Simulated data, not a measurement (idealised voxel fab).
process module | voxel capacitor over wiring
cross-section cut | 170 nm wide | cells 5 nm
A cross-section is a grid of square cells, given in bands from the top down. A band is one or more rows of cells.
Each band's line starts with the height of the band's top and of its bottom, in nm. Then come its materials from left to right, each with its width in nm. One material with "throughout" fills the band from edge to edge. "air" is empty space.
Height 0 is the level under which the wafer as received is all one material. The lowest band goes on downwards, as in "0 down".
A width such as "30 to 40" changes by the same amount from each row of cells to the next, from the band's top row to its bottom row.
"no change" after a step means that no cell of the cross-section changed.
closed voids: empty space of 8 cells or more with no open way to the top, each as width x height at its distance from the left edge, in nm
after a step's settings: what the simulator itself notes on the step
overlay nm, on a step with a mask: how far to the right of its planned place the mask lay; to the left if negative
plan
1 op RECEIVE | material Si
2 op CONFORMAL_DEP | material SiO2 | thk nm 15
3 op DIRECTIONAL_DEP | material TiN | thk nm 5
4 op DIRECTIONAL_DEP | material W | thk nm 20
5 op PATTERN | tone cover | mask id METAL_1 | material resist | width nm 20 | pitch nm 75 | thk nm 15 | overlay nm 0
6 op DIRECTIONAL_ETCH | etch materials W | depth nm 20
7 op DIRECTIONAL_ETCH | etch materials TiN | depth nm 5
8 op STRIP | etch materials resist
9 op CONFORMAL_DEP | material SiCN | thk nm 5
10 op FILL_DEP | material lowk | thk nm 10
11 op CMP | height nm 40
12 op CONFORMAL_DEP | material SiCN | thk nm 5
13 op DIRECTIONAL_DEP | material lowk | thk nm 20
14 op MASKED_ETCH | tone open | mask id PLUG_1 | width nm 15 | etch materials lowk | depth nm 20 | overlay nm 0
15 op MASKED_ETCH | tone open | mask id PLUG_1 | width nm 15 | etch materials SiCN | depth nm 5 | overlay nm 0
16 op EPI | material Ru | thk nm 10
17 op EPI | material Ru | thk nm 10
18 op EPI | material Ru | thk nm 5
19 op DIRECTIONAL_DEP | material TiN | thk nm 10
20 op DIRECTIONAL_DEP | material SiN | thk nm 5
21 op DIRECTIONAL_DEP | material TiN | thk nm 5
22 op DIRECTIONAL_DEP | material aC | thk nm 15
23 op PATTERN | tone cover | mask id UPPER_PLATE | material resist | width nm 60 | thk nm 30 | overlay nm 0
24 op DIRECTIONAL_ETCH | etch materials aC | depth nm 15
25 op STRIP | etch materials resist
26 op DIRECTIONAL_ETCH | etch materials TiN | depth nm 5
27 op DIRECTIONAL_ETCH | etch materials SiN | depth nm 5
28 op STRIP | etch materials aC
29 op DIRECTIONAL_DEP | material aC | thk nm 15
30 op PATTERN | tone cover | mask id LOWER_PLATE | material resist | width nm 70 | thk nm 30 | overlay nm 0
31 op DIRECTIONAL_ETCH | etch materials aC | depth nm 15
32 op STRIP | etch materials resist
33 op DIRECTIONAL_ETCH | etch materials TiN | depth nm 10
34 op STRIP | etch materials aC
35 op FILL_DEP | material SiO2 | thk nm 20
36 op CMP | height nm 100
37 op MASKED_ETCH | tone open | mask id PLUG_2 | width nm 15 | etch materials SiO2 | depth nm 15 | overlay nm 0
38 op CONFORMAL_DEP | material TiN | thk nm 5
39 op FILL_DEP | material W | thk nm 5
40 op CMP | height nm 100
41 op CONFORMAL_DEP | material SiCN | thk nm 5
as received, after step 1
  0 down: Si throughout
  closed voids: none
first wafer at the end, as planned
  105 to 100: SiCN throughout
  100 to 90: SiO2 50 | TiN 5 | W 5 | TiN 5 | SiO2 105
  90 to 80: SiO2 50 to 40 | TiN 15 to 60 | SiO2 105 to 70
  80 to 75: SiO2 40 | SiN 60 | SiO2 70
  75 to 65: SiO2 35 | TiN 70 | SiO2 65
  65 to 45: lowk 40 | Ru 15 | lowk 115
  45 to 40: SiCN 40 | Ru 15 | SiCN 115
  40 to 20: lowk 30 | SiCN 5 | W 20 | SiCN 5 | lowk 45 | SiCN 5 | W 20 | SiCN 5 | lowk 35
  20 to 15: SiCN 35 | TiN 20 | SiCN 55 | TiN 20 | SiCN 40
  15 to 0: SiO2 throughout
  0 down: Si throughout
  closed voids: none
second wafer at the end: like start, like plan, one mistake
  105 to 100: SiCN throughout
  100 to 90: SiO2 50 | TiN 5 | W 5 | TiN 5 | SiO2 105
  90 to 80: SiO2 50 to 40 | TiN 15 | SiO2 105 to 115
  80 to 75: SiO2 40 | SiN 15 | SiO2 115
  75 to 65: SiO2 40 | TiN 15 | SiO2 115
  65 to 60: SiO2 40 | lowk 15 | TiN 45 | SiO2 70
  60 to 55: SiO2 40 | lowk 15 | SiN 45 | SiO2 70
  55 to 45: SiO2 35 | TiN 5 | lowk 15 | TiN 50 | SiO2 65
  45 to 40: SiCN throughout
  40 to 20: lowk 30 | SiCN 5 | W 20 | SiCN 5 | lowk 45 | SiCN 5 | W 20 | SiCN 5 | lowk 35
  20 to 15: SiCN 35 | TiN 20 | SiCN 55 | TiN 20 | SiCN 40
  15 to 0: SiO2 throughout
  0 down: Si throughout
  closed voids: none
what went wrong: step 14 ran as: op MASKED_ETCH | tone cover | mask id PLUG_1 | width nm 15 | etch materials lowk | depth nm 20 | overlay nm 0
at the end the second wafer has, in cells: 15 fewer of Ru | 3 more of SiCN | 124 more of SiO2 | 112 fewer of lowk
